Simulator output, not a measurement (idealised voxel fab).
This section sets out a process module, namely voxel capacitor over wiring.
Cross-section cut spans 265 nm and uses square cells 5 nm in size.
Format of a cross-section: grid, square cells. Given as bands. Order: top down. Band: one or more rows of cells.
First you get the band's top height and its bottom height, in nm, and then the materials it's made of, left to right, with each width in nm. If you see a single material with "throughout", that one covers the band edge to edge. "air" is empty space.
Note: height 0 marks the level under which the wafer is uniformly one material as received. Lowest band unbounded below, written "0..down".
With a width like "30 to 40", each row of cells in the band differs from the next by the same amount, the top row carrying the first number and the bottom row the second.
A step reported as "no modification" is a step in which no cell of the cross-section changed.
Basically, "Enclosed internal voids" tells you about the enclosed voids: empty spaces with no open way to the top, 8 cells or bigger, each written width x height at distance, where distance is from the left edge, all in nm.
Where a step's line continues beyond its settings, the continuation is a remark by the simulator itself on that step.
A step line may carry the setting "overlay nm", which, for steps involving a mask, states the distance by which the mask lay to the right of its intended position; negative values denote displacement to the left.
**Process steps - plan**
- 1: RECEIVE (material Si)
- 2: CONFORMAL_DEP (material SiO2; thk nm 15)
- 3: CONFORMAL_DEP (material SiN; thk nm 5)
- 4: DIRECTIONAL_DEP (material SiO2; thk nm 20)
- 5: PATTERN (tone open; mask id METAL_1; material resist; width nm 30; pitch nm 80; thk nm 15; overlay nm -15)
- 6: DIRECTIONAL_ETCH (etch materials SiO2; depth nm 20)
- 7: DIRECTIONAL_ETCH (etch materials SiN; depth nm 5)
- 8: STRIP (etch materials resist)
- 9: CONFORMAL_DEP (material TiN; thk nm 5)
- 10: FILL_DEP (material Ru; thk nm 5)
- 11: CMP (height nm 40)
- 12: EPI (material Ru; thk nm 5)
- 13: FILL_DEP (material SiCN; thk nm 5)
- 14: DIRECTIONAL_DEP (material SiO2; thk nm 20)
- 15: MASKED_ETCH (tone open; mask id PLUG_1; width nm 15; etch materials SiO2; depth nm 20; overlay nm 0)
- 16: MASKED_ETCH (tone open; mask id PLUG_1; width nm 15; etch materials SiCN; depth nm 5; overlay nm 0)
- 17: EPI (material Ru; thk nm 10)
- 18: EPI (material Ru; thk nm 10)
- 19: EPI (material Ru; thk nm 5)
- 20: DIRECTIONAL_DEP (material TiN; thk nm 10)
- 21: DIRECTIONAL_DEP (material Al2O3; thk nm 5)
- 22: DIRECTIONAL_DEP (material TiN; thk nm 10)
- 23: DIRECTIONAL_DEP (material aC; thk nm 15)
- 24: PATTERN (tone cover; mask id UPPER_PLATE; material resist; width nm 55; thk nm 30; overlay nm 0)
- 25: DIRECTIONAL_ETCH (etch materials aC; depth nm 15)
- 26: STRIP (etch materials resist)
- 27: DIRECTIONAL_ETCH (etch materials TiN; depth nm 10)
- 28: DIRECTIONAL_ETCH (etch materials Al2O3; depth nm 5)
- 29: STRIP (etch materials aC)
- 30: MASKED_ETCH (tone cover; mask id LOWER_PLATE; width nm 65; etch materials TiN; depth nm 10; overlay nm 0)
- 31: FILL_DEP (material SiO2; thk nm 15)
- 32: CMP (height nm 105)
- 33: DIRECTIONAL_DEP (material aC; thk nm 10)
- 34: PATTERN (tone open; mask id PLUG_2; material resist; width nm 15; thk nm 30; overlay nm 0)
- 35: DIRECTIONAL_ETCH (etch materials aC; depth nm 10)
- 36: STRIP (etch materials resist)
- 37: DIRECTIONAL_ETCH (etch materials SiO2; depth nm 10)
- 38: STRIP (etch materials aC)
- 39: CONFORMAL_DEP (material TiN; thk nm 5)
- 40: FILL_DEP (material Cu; thk nm 5)
- 41: CMP (height nm 105)
- 42: CONFORMAL_DEP (material SiCN; thk nm 5)
The plan shows the overlay nm of step 5 as the first wafer had it; this setting differs between the wafers, which start out alike.
**Received wafers, first of several: cross-section after step 1**
- 0..down: Si throughout
- Enclosed internal voids: none
**Where each wafer stands at the end of the module, a row apiece: cells of each material gained (+) or lost (-) since it was received, then closed voids**
overlay nm -15 | +11 Al2O3 | +1 Cu | +63 Ru | +140 SiCN | +41 SiN | +829 SiO2 | +81 TiN | Enclosed internal voids: none
overlay nm -10 | +11 Al2O3 | +1 Cu | +63 Ru | +140 SiCN | +41 SiN | +829 SiO2 | +81 TiN | Enclosed internal voids: none
overlay nm -5 | +11 Al2O3 | +1 Cu | +63 Ru | +140 SiCN | +41 SiN | +829 SiO2 | +81 TiN | Enclosed internal voids: none
overlay nm 0 | +11 Al2O3 | +1 Cu | +63 Ru | +140 SiCN | +41 SiN | +829 SiO2 | +81 TiN | Enclosed internal voids: none
overlay nm 5 | +11 Al2O3 | +1 Cu | +63 Ru | +140 SiCN | +41 SiN | +829 SiO2 | +81 TiN | Enclosed internal voids: none
overlay nm 10 | +11 Al2O3 | +1 Cu | +63 Ru | +140 SiCN | +41 SiN | +829 SiO2 | +81 TiN | Enclosed internal voids: none
overlay nm 15 | +11 Al2O3 | +1 Cu | +63 Ru | +140 SiCN | +41 SiN | +829 SiO2 | +81 TiN | Enclosed internal voids: none
